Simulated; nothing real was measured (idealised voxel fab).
process module | voxel wiring stack
cross-section cut | 235 nm wide | cells 5 nm
A cross-section is a grid of square cells, given in bands from the top down. A band is one or more rows of cells.
Each band's line starts with the height of the band's top and of its bottom, in nm. Then come its materials from left to right, each with its width in nm. One material with "throughout" fills the band from edge to edge. "air" is empty space.
Height 0 is the level under which the wafer as received is all one material. The lowest band goes on downwards, as in "0 down".
A width such as "30 to 40" changes by the same amount from each row of cells to the next, from the band's top row to its bottom row.
"no change" after a step means that no cell of the cross-section changed.
closed voids: empty space of 8 cells or more with no open way to the top, each as width x height at its distance from the left edge, in nm
after a step's settings: what the simulator itself notes on the step
overlay nm, on a step with a mask: how far to the right of its planned place the mask lay; to the left if negative
plan
1 op RECEIVE | material Si
2 op CONFORMAL_DEP | material SiO2 | thk nm 10
3 op DIRECTIONAL_DEP | material TiN | thk nm 5
4 op DIRECTIONAL_DEP | material W | thk nm 15
5 op MASKED_ETCH | tone cover | mask id METAL_1 | width nm 20 | pitch nm 50 | etch materials W | depth nm 15 | overlay nm 0
6 op MASKED_ETCH | tone cover | mask id METAL_1 | width nm 20 | pitch nm 50 | etch materials TiN | depth nm 5 | overlay nm 0
7 op FILL_DEP | material SiO2 | thk nm 10
8 op CMP | height nm 30
9 op CONFORMAL_DEP | material SiCN | thk nm 5
10 op DIRECTIONAL_DEP | material lowk | thk nm 25
11 op MASKED_ETCH | tone open | mask id METAL_2 | width nm 20 | pitch nm 50 | etch materials lowk | depth nm 15 | overlay nm 0
12 op PATTERN | tone open | mask id METAL_2_HOLES | material resist | width nm 15 | pitch nm 50 | thk nm 15 | overlay nm 0
13 op DIRECTIONAL_ETCH | etch materials lowk | depth nm 10
14 op DIRECTIONAL_ETCH | etch materials SiCN | depth nm 5
15 op STRIP | etch materials resist
16 op CONFORMAL_DEP | material TiN | thk nm 5
17 op FILL_DEP | material Ru | thk nm 5
18 op CMP | height nm 60
19 op CONFORMAL_DEP | material SiCN | thk nm 5
20 op DIRECTIONAL_DEP | material SiO2 | thk nm 20
21 op MASKED_ETCH | tone open | mask id PLUG_2 | width nm 15 | pitch nm 100 | etch materials SiO2 | depth nm 20 | overlay nm 0
22 op MASKED_ETCH | tone open | mask id PLUG_2 | width nm 15 | pitch nm 100 | etch materials SiCN | depth nm 5 | overlay nm 0
23 op CONFORMAL_DEP | material TiN | thk nm 5
24 op FILL_DEP | material Cu | thk nm 5
25 op CMP | height nm 85
26 op CONFORMAL_DEP | material SiN | thk nm 5
27 op DIRECTIONAL_DEP | material lowk | thk nm 20
28 op DIRECTIONAL_DEP | material aC | thk nm 10
29 op PATTERN | tone open | mask id METAL_3 | material resist | width nm 20 | pitch nm 50 | thk nm 30 | overlay nm 0
30 op DIRECTIONAL_ETCH | etch materials aC | depth nm 10
31 op STRIP | etch materials resist
32 op DIRECTIONAL_ETCH | etch materials lowk | depth nm 20
33 op DIRECTIONAL_ETCH | etch materials SiN | depth nm 5
34 op STRIP | etch materials aC
35 op CONFORMAL_DEP | material TiN | thk nm 5
36 op FILL_DEP | material Cu | thk nm 5
37 op CMP | height nm 110
38 op EPI | material Ru | thk nm 5
39 op FILL_DEP | material SiCN | thk nm 5
as received, after step 1
  0 down: Si throughout
  closed voids: none
first wafer at the end, as planned
  120 to 115: SiCN throughout
  115 to 110: SiCN 25 | Ru 30 | SiCN 20 | Ru 30 | SiCN 20 | Ru 30 | SiCN 20 | Ru 30 | SiCN 30
  110 to 90: lowk 30 | TiN 5 | Cu 10 | TiN 5 | lowk 30 | TiN 5 | Cu 10 | TiN 5 | lowk 30 | TiN 5 | Cu 10 | TiN 5 | lowk 30 | TiN 5 | Cu 10 | TiN 5 | lowk 35
  90 to 85: SiN 30 | TiN 20 | SiN 30 | TiN 20 | SiN 30 | TiN 20 | SiN 30 | TiN 20 | SiN 35
  85 to 65: SiO2 30 | TiN 5 | Cu 5 | TiN 5 | SiO2 85 | TiN 5 | Cu 5 | TiN 5 | SiO2 90
  65 to 60: SiCN 30 | TiN 15 | SiCN 85 | TiN 15 | SiCN 90
  60 to 50: lowk 30 | TiN 5 | Ru 10 | TiN 5 | lowk 30 | TiN 5 | Ru 10 | TiN 5 | lowk 30 | TiN 5 | Ru 10 | TiN 5 | lowk 30 | TiN 5 | Ru 10 | TiN 5 | lowk 35
  50 to 45: lowk 30 | TiN 5 | Ru 5 | TiN 10 | lowk 30 | TiN 5 | Ru 5 | TiN 10 | lowk 30 | TiN 5 | Ru 5 | TiN 10 | lowk 30 | TiN 5 | Ru 5 | TiN 10 | lowk 35
  45 to 35: lowk 30 | TiN 5 | Ru 5 | TiN 5 | lowk 35 | TiN 5 | Ru 5 | TiN 5 | lowk 35 | TiN 5 | Ru 5 | TiN 5 | lowk 35 | TiN 5 | Ru 5 | TiN 5 | lowk 40
  35 to 30: SiCN 30 | TiN 15 | SiCN 35 | TiN 15 | SiCN 35 | TiN 15 | SiCN 35 | TiN 15 | SiCN 40
  30 to 15: SiO2 30 | W 20 | SiO2 30 | W 20 | SiO2 30 | W 20 | SiO2 30 | W 20 | SiO2 35
  15 to 10: SiO2 30 | TiN 20 | SiO2 30 | TiN 20 | SiO2 30 | TiN 20 | SiO2 30 | TiN 20 | SiO2 35
  10 to 0: SiO2 throughout
  0 down: Si throughout
  closed voids: none
second wafer at the end: like start, like plan, one mistake
  120 to 115: SiCN throughout
  115 to 110: Ru 35 | SiCN 10 | Ru 40 | SiCN 10 | Ru 40 | SiCN 10 | Ru 40 | SiCN 10 | Ru 40
  110 to 90: Cu 25 | TiN 5 | lowk 20 | TiN 5 | Cu 20 | TiN 5 | lowk 20 | TiN 5 | Cu 20 | TiN 5 | lowk 20 | TiN 5 | Cu 20 | TiN 5 | lowk 20 | TiN 5 | Cu 30
  90 to 85: TiN 30 | SiN 20 | TiN 30 | SiN 20 | TiN 30 | SiN 20 | TiN 30 | SiN 20 | TiN 35
  85 to 65: SiO2 30 | TiN 5 | Cu 5 | TiN 5 | SiO2 85 | TiN 5 | Cu 5 | TiN 5 | SiO2 90
  65 to 60: SiCN 30 | TiN 15 | SiCN 85 | TiN 15 | SiCN 90
  60 to 50: lowk 30 | TiN 5 | Ru 10 | TiN 5 | lowk 30 | TiN 5 | Ru 10 | TiN 5 | lowk 30 | TiN 5 | Ru 10 | TiN 5 | lowk 30 | TiN 5 | Ru 10 | TiN 5 | lowk 35
  50 to 45: lowk 30 | TiN 5 | Ru 5 | TiN 10 | lowk 30 | TiN 5 | Ru 5 | TiN 10 | lowk 30 | TiN 5 | Ru 5 | TiN 10 | lowk 30 | TiN 5 | Ru 5 | TiN 10 | lowk 35
  45 to 35: lowk 30 | TiN 5 | Ru 5 | TiN 5 | lowk 35 | TiN 5 | Ru 5 | TiN 5 | lowk 35 | TiN 5 | Ru 5 | TiN 5 | lowk 35 | TiN 5 | Ru 5 | TiN 5 | lowk 40
  35 to 30: SiCN 30 | TiN 15 | SiCN 35 | TiN 15 | SiCN 35 | TiN 15 | SiCN 35 | TiN 15 | SiCN 40
  30 to 15: SiO2 30 | W 20 | SiO2 30 | W 20 | SiO2 30 | W 20 | SiO2 30 | W 20 | SiO2 35
  15 to 10: SiO2 30 | TiN 20 | SiO2 30 | TiN 20 | SiO2 30 | TiN 20 | SiO2 30 | TiN 20 | SiO2 35
  10 to 0: SiO2 throughout
  0 down: Si throughout
  closed voids: none
what went wrong: step 29 ran as: op PATTERN | tone cover | mask id METAL_3 | material resist | width nm 20 | pitch nm 50 | thk nm 30 | overlay nm 0
at the end the second wafer has, in cells: 60 more of Cu | 15 more of Ru | 15 fewer of SiCN | 15 fewer of SiN | 15 more of TiN | 60 fewer of lowk
